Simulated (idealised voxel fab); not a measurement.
This section sets out a process module, namely voxel fin reveal.
The figure presents cross-section cut, which has a width of 235 nm and is divided into square cells with an edge length of 5 nm.
The cross-sections in this document take the form of a grid made of square cells. They are written out as bands, in order from top to bottom. Each band consists of one or more rows of cells.
A band entry consists of two parts. The first gives the height of the band's top and the height of its bottom, in nm. The rest lists the band's materials from left to right, each with its width in nm. A single material labelled with the word "throughout" fills the band from edge to edge, and the word "air" marks empty space.
Note: height 0 marks the level under which the wafer is uniformly one material as received. Lowest band unbounded below, written "0 nm and below".
Top row gets the first number, bottom row gets the second, and each row in between changes by the same step: that is how a band width like "30->40" works.
Key: "no alteration" - step with no changed cell in the cross-section.
Entry "Closed cavity list" = empty spaces >= 8 cells with no open way to the top; each as width x height at distance, distance from left edge, all nm.
On a step's line, text after the settings is the simulator commenting on that step.
overlay nm: on a step with a mask, how far right of its planned place the mask lay; negative means left.
plan
1,RECEIVE [material Si]
2,CONFORMAL_DEP [material SiN] [thk nm 5]
3,PATTERN [tone cover] [mask id FINS] [material resist] [width nm 15] [pitch nm 40] [thk nm 20] [overlay nm 0]
4,DIRECTIONAL_ETCH [etch materials SiN] [depth nm 5]
5,DIRECTIONAL_ETCH [etch materials Si] [depth nm 40]
6,STRIP [etch materials resist]
7,FILL_DEP [material SiO2] [thk nm 10]
8,CMP [height nm 5]
9,SELECTIVE_ETCH [etch materials SiO2] [depth nm 30]
10,STRIP [etch materials SiN]
11,CONFORMAL_DEP [material SiO2] [thk nm 5]
For this document, wafers share an identical start and vary in the step 3 width nm; the plan quotes the first wafer's value.
The first of several wafers in cross-section, exactly as it reached us after step 1
    0 nm and below  Si throughout
    Closed cavity list: none
End of module: cross-section of the first of several wafers after step 11, the last step
    5 nm to 0 nm  air=45  SiO2=25  air=15  SiO2=25  air=15  SiO2=25  air=15  SiO2=25  air=45
    0 nm to -20 nm  air=45  SiO2=5  Si=15  SiO2=5  air=15  SiO2=5  Si=15  SiO2=5  air=15  SiO2=5  Si=15  SiO2=5  air=15  SiO2=5  Si=15  SiO2=5  air=45
    -20 nm to -40 nm  SiO2=50  Si=15  SiO2=25  Si=15  SiO2=25  Si=15  SiO2=25  Si=15  SiO2=50
    -40 nm and below  Si throughout
    Closed cavity list: none
So this is the cross-section on the last wafer at the end of the module
    5 nm to 0 nm  air=40  SiO2=35  air=5  SiO2=35  air=5  SiO2=35  air=5  SiO2=35  air=40
    0 nm to -20 nm  air=40  SiO2=5  Si=25  SiO2=5  air=5  SiO2=5  Si=25  SiO2=5  air=5  SiO2=5  Si=25  SiO2=5  air=5  SiO2=5  Si=25  SiO2=5  air=40
    -20 nm to -40 nm  SiO2=45  Si=25  SiO2=15  Si=25  SiO2=15  Si=25  SiO2=15  Si=25  SiO2=45
    -40 nm and below  Si throughout
    Closed cavity list: none
each wafer at the end: cells of each material gained (+) or lost (-) since it was received, then its closed voids
width nm 15; -280 Si; +192 SiO2; Closed cavity list: none
width nm 20; -248 Si; +180 SiO2; Closed cavity list: none
width nm 25; -216 Si; +168 SiO2; Closed cavity list: none
